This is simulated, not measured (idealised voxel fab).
Title: Process Module voxel capacitor over wiring
The figure presents cross-section cut, which has a width of 280 nm and is divided into square cells with an edge length of 5 nm.
In this document a cross-section is written as a grid of square cells. It is given as a series of bands, listed from the top down, and a band is one or more rows of cells.
For a band, the entry starts with two heights in nm, that of the top and then that of the bottom, and carries on with the band's materials in order from left to right, each alongside its width in nm; the word "all across" beside a single material means it fills the band edge to edge, and "blank" means empty space.
Counting heights begins at 0, where everything beneath is, in the wafer as received, one material. The lowest band has no bottom; it goes on downwards, as "0..down" shows.
A width such as "30..40" changes by the same amount from each row of cells to the next, from the band's top row to its bottom row.
Take "nothing changed" at face value: in the step it is given for, the cross-section changed in none of its cells.
Look at "Closed internal voids" for the closed voids: empty spaces with no open path to the top, sized 8 cells or up. Each is width x height at distance, distance from the left edge, all nm.
Step line, after settings: the simulator's comment on this step.
overlay nm, on a step with a mask: how far to the right of its planned place the mask lay; to the left if negative

## Steps planned for the process
| 1 | RECEIVE [material Si] |
| 2 | CONFORMAL_DEP [material SiO2] [thk nm 10] |
| 3 | DIRECTIONAL_DEP [material TiN] [thk nm 5] |
| 4 | DIRECTIONAL_DEP [material W] [thk nm 20] |
| 5 | PATTERN [tone cover] [mask id METAL_1] [material resist] [width nm 20] [pitch nm 75] [thk nm 15] [overlay nm 0] |
| 6 | DIRECTIONAL_ETCH [etch materials W] [depth nm 20] |
| 7 | DIRECTIONAL_ETCH [etch materials TiN] [depth nm 5] |
| 8 | STRIP [etch materials resist] |
| 9 | FILL_DEP [material lowk] [thk nm 5] |
| 10 | CMP [height nm 35] |
| 11 | CONFORMAL_DEP [material SiCN] [thk nm 5] |
| 12 | DIRECTIONAL_DEP [material SiO2] [thk nm 20] |
| 13 | DIRECTIONAL_DEP [material aC] [thk nm 15] |
| 14 | PATTERN [tone open] [mask id PLUG_1] [material resist] [width nm 15] [thk nm 35] [overlay nm 0] |
| 15 | DIRECTIONAL_ETCH [etch materials aC] [depth nm 15] |
| 16 | STRIP [etch materials resist] |
| 17 | DIRECTIONAL_ETCH [etch materials SiO2] [depth nm 20] |
| 18 | DIRECTIONAL_ETCH [etch materials SiCN] [depth nm 5] |
| 19 | STRIP [etch materials aC] |
| 20 | EPI [material Ru] [thk nm 10] |
| 21 | EPI [material Ru] [thk nm 10] |
| 22 | EPI [material Ru] [thk nm 5] |
| 23 | DIRECTIONAL_DEP [material TiN] [thk nm 5] |
| 24 | DIRECTIONAL_DEP [material SiN] [thk nm 5] |
| 25 | DIRECTIONAL_DEP [material TiN] [thk nm 5] |
| 26 | PATTERN [tone cover] [mask id UPPER_PLATE] [material resist] [width nm 60] [thk nm 20] [overlay nm 0] |
| 27 | DIRECTIONAL_ETCH [etch materials TiN] [depth nm 5] |
| 28 | DIRECTIONAL_ETCH [etch materials SiN] [depth nm 5] |
| 29 | STRIP [etch materials resist] |
| 30 | MASKED_ETCH [tone cover] [mask id LOWER_PLATE] [width nm 70] [etch materials TiN] [depth nm 5] [overlay nm 0] |
| 31 | FILL_DEP [material SiO2] [thk nm 15] |
| 32 | CMP [height nm 85] |
| 33 | MASKED_ETCH [tone open] [mask id PLUG_2] [width nm 15] [etch materials SiO2] [depth nm 10] [overlay nm 0] |
| 34 | CONFORMAL_DEP [material TiN] [thk nm 5] |
| 35 | FILL_DEP [material Cu] [thk nm 5] |
| 36 | CMP [height nm 85] |
| 37 | CONFORMAL_DEP [material SiCN] [thk nm 5] |

## Cross-sectional view of the wafer in its as-received condition, corresponding to the state after step 1
	0..down  Si all across
	Closed internal voids: none

## Cross-section taken at module completion on the first of two wafers; processed per the plan
	90..85  SiCN all across
	85..80  105 of SiO2; 5 of TiN; 5 of Cu; 5 of TiN; 160 of SiO2
	80..70  105..95 of SiO2; 15..60 of TiN; 160..125 of SiO2
	70..65  95 of SiO2; 60 of SiN; 125 of SiO2
	65..60  90 of SiO2; 70 of TiN; 120 of SiO2
	60..40  95 of SiO2; 15 of Ru; 170 of SiO2
	40..35  95 of SiCN; 15 of Ru; 170 of SiCN
	35..15  90 of lowk; 20 of W; 55 of lowk; 20 of W; 95 of lowk
	15..10  90 of lowk; 20 of TiN; 55 of lowk; 20 of TiN; 95 of lowk
	10..0  SiO2 all across
	0..down  Si all across
	Closed internal voids: none

## Cross-sectional image of the second wafer of the two following completion of the module. Starting state and process plan were the same as for the first wafer; one execution error occurred
	90..85  SiCN all across
	85..80  105 of SiO2; 5 of TiN; 5 of Cu; 5 of TiN; 160 of SiO2
	80..70  105..110 of SiO2; 15..45 of TiN; 160..125 of SiO2
	70..65  110 of SiO2; 45 of SiN; 125 of SiO2
	65..60  90 of SiO2; 5 of TiN; 15 of SiO2; 50 of TiN; 120 of SiO2
	60..50  SiO2 all across
	50..45  95 of SiO2; 15 of TiN; 170 of SiO2
	45..40  95 of SiO2; 15 of SiN; 170 of SiO2
	40..35  95 of SiCN; 15 of TiN; 170 of SiCN
	35..30  lowk all across
	30..10  90 of lowk; 20 of W; 55 of lowk; 20 of W; 95 of lowk
	10..0  SiO2 all across
	0..down  Si all across
	Closed internal voids: none
What broke from the plan during processing? step 3 in the plan did not get run; it was skipped
The second wafer ends with more or fewer cells of some materials than the first, per final count: Ru -15; SiO2 +15; TiN -8; lowk +8
